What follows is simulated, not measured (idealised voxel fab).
Process module name: voxel trench capacitor
The width of the displayed cross-section, cut, is 145 nm; its cells are square, with a size of 5 nm.
Each cross-section below is a grid of square cells, stated as bands in top-down order, with one or more rows of cells making up each band. Heights first: top, then bottom, in nm. Then materials, left to right, each with a width in nm. "all across" on a single material: fills the band edge to edge. "empty": empty space. Heads up on the height convention: 0 is the point under which the incoming wafer is all one material, and the lowest band has no bottom, it just keeps going down, like "0 down". The width entry "30 to 40" should be interpreted row by row: the top row of cells in the band takes the first number, the bottom row takes the second number, and the change between adjacent rows is uniform throughout. Where the words "all unchanged" appear for a step, the cross-section shows no cell changed by that step; every cell remained as before. "Tabulated closed voids" enumerates empty spaces isolated from the top, with no open way to it, that contain at least 8 cells, giving each as width x height at distance from the left edge, all three in nm. On a step's line, text after the settings is the simulator commenting on that step. overlay nm: mask offset rightward from planned place, masked step; negative means leftward offset.

## Planned step list for the process
| 1 | RECEIVE, material Si |
| 2 | CONFORMAL_DEP, material SiN, thk nm 5 |
| 3 | DIRECTIONAL_DEP, material aC, thk nm 15 |
| 4 | PATTERN, tone open, mask id TRENCH, material resist, width nm 20, pitch nm 35, thk nm 35, overlay nm 0 |
| 5 | DIRECTIONAL_ETCH, etch materials aC, depth nm 15 |
| 6 | STRIP, etch materials resist |
| 7 | DIRECTIONAL_ETCH, etch materials SiN, depth nm 5 |
| 8 | DIRECTIONAL_ETCH, etch materials Si, depth nm 35 |
| 9 | STRIP, etch materials aC |
| 10 | CONFORMAL_DEP, material SiO2, thk nm 5 |
| 11 | FILL_DEP, material polySi, thk nm 10 |
| 12 | CMP, height nm 5 |

## Cross-section of the wafer upon arrival, representing the state reached after step 1
* 0 down  Si all across
* Tabulated closed voids: none

## Run as planned - first of the two wafers cross-sectioned at the end of the module
* 5 to 0  SiN 45, then SiO2 5, then polySi 10, then SiO2 5, then SiN 15, then SiO2 5, then polySi 10, then SiO2 5, then SiN 45
* 0 to -30  Si 45, then SiO2 5, then polySi 10, then SiO2 5, then Si 15, then SiO2 5, then polySi 10, then SiO2 5, then Si 45
* -30 to -35  Si 45, then SiO2 20, then Si 15, then SiO2 20, then Si 45
* -35 down  Si all across
* Tabulated closed voids: none

## The second wafer, shown in cross-section after the module: started the same way as the first and given the same plan, yet one mistake crept into how it was run
* -5 to -30  Si 45, then SiO2 5, then polySi 10, then SiO2 5, then Si 15, then SiO2 5, then polySi 10, then SiO2 5, then Si 45
* -30 to -35  Si 45, then SiO2 20, then Si 15, then SiO2 20, then Si 45
* -35 down  Si all across
* Tabulated closed voids: none
Against the plan, the run slipped here: step 12 went in with a setting other than planned; the actual run was CMP, height nm -5
The closing comparison, in cells, has the second wafer with more or fewer of some materials than the first: Si: 21 fewer, SiN: 21 fewer, SiO2: 8 fewer, polySi: 8 fewer
